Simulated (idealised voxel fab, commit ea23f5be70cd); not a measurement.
The process module presented herein is designated voxel capacitor over wiring.
Cross-sectional view cut (width: 240 nm; square cell size: 5 nm).
Just so we're on the same page, the cross-sections are grids of square cells, and they're listed out in bands top to bottom, each band one or more rows deep.
Band: top height; bottom height; in nm. Then, left to right: material with width in nm, for each material. "full width": a single material spanning edge to edge. "air": empty space.
Height datum 0, below which the as-received substrate wafer is one material. Lowest band open at the bottom, running downward: "0 -> down".
Note: "30->40" means the width goes from the first number (top row of the band) to the second number (bottom row) in equal steps per row of cells.
Key: "changes: none" - step with no changed cell in the cross-section.
Empty spaces counting at least 8 cells and having no open way to the top are listed in "Sealed void listing". The notation width x height at distance is used for each, the distance being from the left edge and all three values in nm.
Whatever follows a step's settings on its line is a remark the simulator itself makes about that step.
The line of a step may include "overlay nm". On a step with a mask, this value is how far to the right of its planned place the mask lay. A negative value means the mask lay to the left.

### Process steps (planned)
1. RECEIVE (material Si)
2. CONFORMAL_DEP (material SiO2; thk nm 15)
3. CONFORMAL_DEP (material SiCN; thk nm 5)
4. DIRECTIONAL_DEP (material lowk; thk nm 15)
5. PATTERN (tone open; mask id METAL_1; material resist; width nm 20; pitch nm 70; thk nm 20; overlay nm 0)
6. DIRECTIONAL_ETCH (etch materials lowk; depth nm 15)
7. DIRECTIONAL_ETCH (etch materials SiCN; depth nm 5)
8. STRIP (etch materials resist)
9. CONFORMAL_DEP (material TiN; thk nm 5)
10. FILL_DEP (material Cu; thk nm 10)
11. CMP (height nm 35)
12. CONFORMAL_DEP (material SiCN; thk nm 5)
13. DIRECTIONAL_DEP (material lowk; thk nm 15)
14. MASKED_ETCH (tone open; mask id PLUG_1; width nm 15; etch materials lowk; depth nm 5; overlay nm 0)
15. MASKED_ETCH (tone open; mask id PLUG_1; width nm 15; etch materials SiCN; depth nm 5; overlay nm 0)
16. CONFORMAL_DEP (material TiN; thk nm 5)
17. FILL_DEP (material Cu; thk nm 10)
18. CMP (height nm 55)
19. DIRECTIONAL_DEP (material TiN; thk nm 5)
20. DIRECTIONAL_DEP (material HfO2; thk nm 5)
21. DIRECTIONAL_DEP (material TiN; thk nm 5)
22. PATTERN (tone cover; mask id UPPER_PLATE; material resist; width nm 55; thk nm 15; overlay nm 0)
23. DIRECTIONAL_ETCH (etch materials TiN; depth nm 5)
24. DIRECTIONAL_ETCH (etch materials HfO2; depth nm 5)
25. STRIP (etch materials resist)
26. DIRECTIONAL_DEP (material aC; thk nm 15)
27. PATTERN (tone cover; mask id LOWER_PLATE; material resist; width nm 65; thk nm 30; overlay nm 0)
28. DIRECTIONAL_ETCH (etch materials aC; depth nm 15)
29. STRIP (etch materials resist)
30. DIRECTIONAL_ETCH (etch materials TiN; depth nm 5)
31. STRIP (etch materials aC)
32. FILL_DEP (material SiO2; thk nm 15)
33. CMP (height nm 80)
34. MASKED_ETCH (tone open; mask id PLUG_2; width nm 15; etch materials SiO2; depth nm 10; overlay nm 0)
35. CONFORMAL_DEP (material TiN; thk nm 5)
36. FILL_DEP (material Ru; thk nm 10)
37. CMP (height nm 80)
38. CONFORMAL_DEP (material SiN; thk nm 5)
All wafers enter the flow in the same state. The depth nm at step 14 differs from wafer to wafer, and the plan gives the value for the first wafer.

### The first of several wafers in cross-section, exactly as it reached us after step 1
	0 -> down | Si full width
	Sealed void listing: none

### Cross-section of the first of several wafers once the module has run through its last step, step 38
	85 -> 80 | SiN full width
	80 -> 75 | SiO2 90  TiN 5  Ru 5  TiN 5  SiO2 135
	75 -> 65 | SiO2 90->80  TiN 15->55  SiO2 135->105
	65 -> 60 | SiO2 80  HfO2 55  SiO2 105
	60 -> 55 | SiO2 75  TiN 65  SiO2 100
	55 -> 50 | lowk 80  TiN 15  lowk 145
	50 -> 40 | lowk full width
	40 -> 35 | SiCN full width
	35 -> 20 | lowk 75  TiN 5  Cu 10  TiN 5  lowk 50  TiN 5  Cu 10  TiN 5  lowk 75
	20 -> 15 | SiCN 75  TiN 20  SiCN 50  TiN 20  SiCN 75
	15 -> 0 | SiO2 full width
	0 -> down | Si full width
	Sealed void listing: none

### The module's end: a cross-section of the last wafer
	85 -> 80 | SiN full width
	80 -> 75 | SiO2 90  TiN 5  Ru 5  TiN 5  SiO2 135
	75 -> 65 | SiO2 90->80  TiN 15->55  SiO2 135->105
	65 -> 60 | SiO2 80  HfO2 55  SiO2 105
	60 -> 55 | SiO2 75  TiN 65  SiO2 100
	55 -> 40 | lowk 80  TiN 5  Cu 5  TiN 5  lowk 145
	40 -> 35 | SiCN 80  TiN 15  SiCN 145
	35 -> 20 | lowk 75  TiN 5  Cu 10  TiN 5  lowk 50  TiN 5  Cu 10  TiN 5  lowk 75
	20 -> 15 | SiCN 75  TiN 20  SiCN 50  TiN 20  SiCN 75
	15 -> 0 | SiO2 full width
	0 -> down | Si full width
	Sealed void listing: none

### Tabulated below, wafer by wafer, are the end-of-module results: for each material, the number of cells gained (+) or lost (-) relative to the as-received state, followed by the closed voids
depth nm 5, +12 Cu, +11 HfO2, +1 Ru, +88 SiCN, +48 SiN, +343 SiO2, +52 TiN, +261 lowk, Sealed void listing: none
depth nm 10, +13 Cu, +11 HfO2, +1 Ru, +88 SiCN, +48 SiN, +343 SiO2, +54 TiN, +258 lowk, Sealed void listing: none
depth nm 15, +15 Cu, +11 HfO2, +1 Ru, +85 SiCN, +48 SiN, +343 SiO2, +58 TiN, +255 lowk, Sealed void listing: none
depth nm 20, +15 Cu, +11 HfO2, +1 Ru, +85 SiCN, +48 SiN, +343 SiO2, +58 TiN, +255 lowk, Sealed void listing: none
depth nm 25, +15 Cu, +11 HfO2, +1 Ru, +85 SiCN, +48 SiN, +343 SiO2, +58 TiN, +255 lowk, Sealed void listing: none
depth nm 30, +15 Cu, +11 HfO2, +1 Ru, +85 SiCN, +48 SiN, +343 SiO2, +58 TiN, +255 lowk, Sealed void listing: none
